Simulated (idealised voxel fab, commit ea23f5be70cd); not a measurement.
process module | voxel self aligned contacts
cross-section cut | 265 nm wide | cells 5 nm
A cross-section is a grid of square cells, given in bands from the top down. A band is one or more rows of cells.
Each band's line starts with the height of the band's top and of its bottom, in nm. Then come its materials from left to right, each with its width in nm. One material with "throughout" fills the band from edge to edge. "air" is empty space.
Height 0 is the level under which the wafer as received is all one material. The lowest band goes on downwards, as in "0 down".
A width such as "30 to 40" changes by the same amount from each row of cells to the next, from the band's top row to its bottom row.
"no change" after a step means that no cell of the cross-section changed.
closed voids: empty space of 8 cells or more with no open way to the top, each as width x height at its distance from the left edge, in nm
after a step's settings: what the simulator itself notes on the step
overlay nm, on a step with a mask: how far to the right of its planned place the mask lay; to the left if negative
plan
1 op RECEIVE | material Si
2 op CONFORMAL_DEP | material SiO2 | thk nm 5
3 op DIRECTIONAL_DEP | material polySi | thk nm 30
4 op DIRECTIONAL_DEP | material SiN | thk nm 15
5 op DIRECTIONAL_DEP | material aC | thk nm 15
6 op PATTERN | tone cover | mask id GATE | material resist | width nm 25 | pitch nm 50 | thk nm 30 | overlay nm 0
7 op DIRECTIONAL_ETCH | etch materials aC | depth nm 15
8 op STRIP | etch materials resist
9 op DIRECTIONAL_ETCH | etch materials SiN | depth nm 15
10 op DIRECTIONAL_ETCH | etch materials polySi | depth nm 30
11 op STRIP | etch materials aC
12 op CONFORMAL_DEP | material SiN | thk nm 5
13 op DIRECTIONAL_ETCH | etch materials SiN | depth nm 5
14 op FILL_DEP | material SiO2 | thk nm 15
15 op CMP | height nm 55
16 op DIRECTIONAL_DEP | material aC | thk nm 10
17 op PATTERN | tone open | mask id CONTACT | material resist | width nm 35 | thk nm 30 | overlay nm 0
18 op DIRECTIONAL_ETCH | etch materials aC | depth nm 10
19 op STRIP | etch materials resist
20 op DIRECTIONAL_ETCH | etch materials SiO2 | depth nm 55
21 op STRIP | etch materials aC
22 op CONFORMAL_DEP | material TiN | thk nm 5
23 op FILL_DEP | material W | thk nm 5
24 op CMP | height nm 55
25 op CONFORMAL_DEP | material SiN | thk nm 5
first wafer, as planned
as received, after step 1
  0 down: Si throughout
  closed voids: none
after step 2
  5 to 0: SiO2 throughout
  below 0: unchanged
after step 3
  35 to 5: polySi throughout
  below 5: unchanged
after step 4
  50 to 35: SiN throughout
  below 35: unchanged
after step 5
  65 to 50: aC throughout
  below 50: unchanged
after step 6
  95 to 65: air 95 | resist 25 | air 25 | resist 25 | air 95
  below 65: unchanged
after step 7
  80 to 65: air 95 | resist 25 | air 25 | resist 25 | air 95
  65 to 50: air 95 | aC 25 | air 25 | aC 25 | air 95
  below 50: unchanged
after step 8
  65 to 50: air 95 | aC 25 | air 25 | aC 25 | air 95
  below 50: unchanged
after step 9
  65 to 50: air 95 | aC 25 | air 25 | aC 25 | air 95
  50 to 35: air 95 | SiN 25 | air 25 | SiN 25 | air 95
  below 35: unchanged
after step 10
  65 to 50: air 95 | aC 25 | air 25 | aC 25 | air 95
  50 to 35: air 95 | SiN 25 | air 25 | SiN 25 | air 95
  35 to 5: air 95 | polySi 25 | air 25 | polySi 25 | air 95
  below 5: unchanged
after step 11
  50 to 35: air 95 | SiN 25 | air 25 | SiN 25 | air 95
  below 35: unchanged
after step 12
  55 to 35: air 90 | SiN 35 | air 15 | SiN 35 | air 90
  35 to 10: air 90 | SiN 5 | polySi 25 | SiN 5 | air 15 | SiN 5 | polySi 25 | SiN 5 | air 90
  10 to 5: SiN 95 | polySi 25 | SiN 25 | polySi 25 | SiN 95
  below 5: unchanged
after step 13
  50 to 35: air 90 | SiN 35 | air 15 | SiN 35 | air 90
  35 to 5: air 90 | SiN 5 | polySi 25 | SiN 5 | air 15 | SiN 5 | polySi 25 | SiN 5 | air 90
  below 5: unchanged
after step 14
  65 to 50: SiO2 throughout
  50 to 35: SiO2 90 | SiN 35 | SiO2 15 | SiN 35 | SiO2 90
  35 to 5: SiO2 90 | SiN 5 | polySi 25 | SiN 5 | SiO2 15 | SiN 5 | polySi 25 | SiN 5 | SiO2 90
  below 5: unchanged
after step 15
  55 to 50: SiO2 throughout
  below 50: unchanged
after step 16
  65 to 55: aC throughout
  below 55: unchanged
after step 17
  95 to 65: resist 115 | air 35 | resist 115
  below 65: unchanged
after step 18
  85 to 65: resist 115 | air 35 | resist 115
  65 to 55: aC 115 | air 35 | aC 115
  below 55: unchanged
after step 19
  65 to 55: aC 115 | air 35 | aC 115
  below 55: unchanged
after step 20
  65 to 55: aC 115 | air 35 | aC 115
  55 to 50: SiO2 115 | air 35 | SiO2 115
  50 to 35: SiO2 90 | SiN 35 | air 15 | SiN 35 | SiO2 90
  35 to 5: SiO2 90 | SiN 5 | polySi 25 | SiN 5 | air 15 | SiN 5 | polySi 25 | SiN 5 | SiO2 90
  5 to 0: SiO2 125 | air 15 | SiO2 125
  below 0: unchanged
after step 21
  55 to 50: SiO2 115 | air 35 | SiO2 115
  below 50: unchanged
after step 22
  60 to 55: TiN 120 | air 25 | TiN 120
  55 to 50: SiO2 115 | TiN 15 | air 5 | TiN 15 | SiO2 115
  50 to 35: SiO2 90 | SiN 35 | TiN 5 | air 5 | TiN 5 | SiN 35 | SiO2 90
  35 to 5: SiO2 90 | SiN 5 | polySi 25 | SiN 5 | TiN 5 | air 5 | TiN 5 | SiN 5 | polySi 25 | SiN 5 | SiO2 90
  5 to 0: SiO2 125 | TiN 15 | SiO2 125
  below 0: unchanged
after step 23
  65 to 60: W throughout
  60 to 55: TiN 120 | W 25 | TiN 120
  55 to 50: SiO2 115 | TiN 15 | W 5 | TiN 15 | SiO2 115
  50 to 35: SiO2 90 | SiN 35 | TiN 5 | W 5 | TiN 5 | SiN 35 | SiO2 90
  35 to 5: SiO2 90 | SiN 5 | polySi 25 | SiN 5 | TiN 5 | W 5 | TiN 5 | SiN 5 | polySi 25 | SiN 5 | SiO2 90
  below 5: unchanged
after step 24
  55 to 50: SiO2 115 | TiN 15 | W 5 | TiN 15 | SiO2 115
  below 50: unchanged
after step 25
  60 to 55: SiN throughout
  below 55: unchanged
second wafer: like start, like plan, one mistake. Through step 11 it matches the first wafer
when step 12 should have ended: no change
when step 13 should have ended
  45 to 35: air 95 | SiN 25 | air 25 | SiN 25 | air 95
  below 35: unchanged
when step 14 should have ended
  60 to 45: SiO2 throughout
  45 to 35: SiO2 95 | SiN 25 | SiO2 25 | SiN 25 | SiO2 95
  35 to 5: SiO2 95 | polySi 25 | SiO2 25 | polySi 25 | SiO2 95
  below 5: unchanged
when step 15 should have ended
  55 to 45: SiO2 throughout
  below 45: unchanged
when step 16 should have ended
  65 to 55: aC throughout
  below 55: unchanged
when step 17 should have ended
  95 to 65: resist 115 | air 35 | resist 115
  below 65: unchanged
when step 18 should have ended
  85 to 65: resist 115 | air 35 | resist 115
  65 to 55: aC 115 | air 35 | aC 115
  below 55: unchanged
when step 19 should have ended
  65 to 55: aC 115 | air 35 | aC 115
  below 55: unchanged
when step 20 should have ended
  65 to 55: aC 115 | air 35 | aC 115
  55 to 45: SiO2 115 | air 35 | SiO2 115
  45 to 35: SiO2 95 | SiN 25 | air 25 | SiN 25 | SiO2 95
  35 to 5: SiO2 95 | polySi 25 | air 25 | polySi 25 | SiO2 95
  5 to 0: SiO2 120 | air 25 | SiO2 120
  below 0: unchanged
when step 21 should have ended
  55 to 45: SiO2 115 | air 35 | SiO2 115
  below 45: unchanged
when step 22 should have ended
  60 to 55: TiN 120 | air 25 | TiN 120
  55 to 45: SiO2 115 | TiN 5 to 10 | air 25 to 15 | TiN 5 to 10 | SiO2 115
  45 to 35: SiO2 95 | SiN 25 | TiN 5 | air 15 | TiN 5 | SiN 25 | SiO2 95
  35 to 5: SiO2 95 | polySi 25 | TiN 5 | air 15 | TiN 5 | polySi 25 | SiO2 95
  5 to 0: SiO2 120 | TiN 25 | SiO2 120
  below 0: unchanged
when step 23 should have ended
  65 to 60: W throughout
  60 to 55: TiN 120 | W 25 | TiN 120
  55 to 45: SiO2 115 | TiN 5 to 10 | W 25 to 15 | TiN 5 to 10 | SiO2 115
  45 to 35: SiO2 95 | SiN 25 | TiN 5 | W 15 | TiN 5 | SiN 25 | SiO2 95
  35 to 5: SiO2 95 | polySi 25 | TiN 5 | W 15 | TiN 5 | polySi 25 | SiO2 95
  below 5: unchanged
when step 24 should have ended
  55 to 45: SiO2 115 | TiN 5 to 10 | W 25 to 15 | TiN 5 to 10 | SiO2 115
  below 45: unchanged
when step 25 should have ended
  60 to 55: SiN throughout
  below 55: unchanged
what went wrong: step 12 was left out
at the end the second wafer has, in cells: 46 fewer of SiN | 24 more of SiO2 | 22 more of W
